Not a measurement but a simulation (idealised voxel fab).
This section sets out a process module, namely voxel air gaps.
Each square cell in cross-section cut measures 5 nm, and the section as a whole is 195 nm wide.
Throughout this document, each cross-section is represented as a grid of square cells and is presented as a sequence of bands enumerated from the top downward, where a band comprises one or more rows of cells. What a band's entry tells you: where the top is and where the bottom is, as heights in nm, and after that what lies inside, material by material from left to right, each with its width in nm. Empty space is written as the word "air", and a single material marked with the word "throughout" occupies the band from edge to edge. For the purposes of this specification, 0 denotes the height below which the wafer in its as-received condition is composed wholly of one material, and the lowermost band, lacking a lower limit, extends downward without end, as expressed in "0 down". So if you see something like "30->40" for the width, read it as the top row of the band sitting at the first number and the bottom row at the second, with every row in between moving by the same amount as the last. What does "no change occurred" mean for a step? It means no cell of the cross-section changed in that step. Look at "Trapped void list" for the closed voids: empty spaces with no open path to the top, sized 8 cells or up. Each is width x height at distance, distance from the left edge, all nm. Text after the settings on a step's line: the simulator's own remark on that step. A step line may carry the setting "overlay nm", which, for steps involving a mask, states the distance by which the mask lay to the right of its intended position; negative values denote displacement to the left.

## Intended process steps
1,RECEIVE,material Si
2,CONFORMAL_DEP,material SiO2,thk nm 10
3,CONFORMAL_DEP,material SiN,thk nm 5
4,DIRECTIONAL_DEP,material lowk,thk nm 35
5,DIRECTIONAL_DEP,material aC,thk nm 15
6,PATTERN,tone open,mask id LINES,material resist,width nm 15,pitch nm 45,thk nm 30,overlay nm 0
7,DIRECTIONAL_ETCH,etch materials aC,depth nm 15
8,STRIP,etch materials resist
9,DIRECTIONAL_ETCH,etch materials lowk,depth nm 35
10,STRIP,etch materials aC
11,CONFORMAL_DEP,material TiN,thk nm 5
12,FILL_DEP,material Cu,thk nm 5
13,CMP,height nm 50
14,EPI,material Ru,thk nm 10
15,SELECTIVE_ETCH,etch materials lowk,depth nm 45
16,CONFORMAL_DEP,material SiN,thk nm 5

## Delivered wafer in cross-section: state after step 1
0 down: Si throughout
Trapped void list: none

## First of two wafers, end-of-module section, run followed plan
65 to 60: air 30 nm, SiN 135 nm, air 30 nm
60 to 50: air 30 nm, SiN 5 nm, Ru 35 nm, SiN 10 nm, Ru 35 nm, SiN 10 nm, Ru 35 nm, SiN 5 nm, air 30 nm
50 to 45: air 30 nm, SiN 15 nm, TiN 5 nm, Cu 5 nm, TiN 5 nm, SiN 30 nm, TiN 5 nm, Cu 5 nm, TiN 5 nm, SiN 30 nm, TiN 5 nm, Cu 5 nm, TiN 5 nm, SiN 15 nm, air 30 nm
45 to 20: air 40 nm, SiN 5 nm, TiN 5 nm, Cu 5 nm, TiN 5 nm, SiN 5 nm, air 20 nm, SiN 5 nm, TiN 5 nm, Cu 5 nm, TiN 5 nm, SiN 5 nm, air 20 nm, SiN 5 nm, TiN 5 nm, Cu 5 nm, TiN 5 nm, SiN 5 nm, air 40 nm
20 to 15: SiN 45 nm, TiN 15 nm, SiN 30 nm, TiN 15 nm, SiN 30 nm, TiN 15 nm, SiN 45 nm
15 to 10: SiN throughout
10 to 0: SiO2 throughout
0 down: Si throughout
Trapped void list: 20 x 25 at 65; 20 x 25 at 110

## The second wafer, shown in cross-section after the module: started the same way as the first and given the same plan, yet one mistake crept into how it was run
70 to 65: SiN throughout
65 to 55: Ru throughout
55 to 50: TiN 50 nm, Cu 5 nm, TiN 40 nm, Cu 5 nm, TiN 40 nm, Cu 5 nm, TiN 50 nm
50 to 20: lowk 45 nm, TiN 5 nm, Cu 5 nm, TiN 5 nm, lowk 30 nm, TiN 5 nm, Cu 5 nm, TiN 5 nm, lowk 30 nm, TiN 5 nm, Cu 5 nm, TiN 5 nm, lowk 45 nm
20 to 15: lowk 45 nm, TiN 15 nm, lowk 30 nm, TiN 15 nm, lowk 30 nm, TiN 15 nm, lowk 45 nm
15 to 10: SiN throughout
10 to 0: SiO2 throughout
0 down: Si throughout
Trapped void list: none
What went wrong in running the wafer? step 13 ran as: CMP,height nm 55
End check, counted in cells, second wafer has more or fewer of these materials than the first: Cu +3; Ru +36; SiN -78; TiN +36; lowk +210
Upon completion, the first wafer exhibits 2 closed voids and the second wafer exhibits 0.
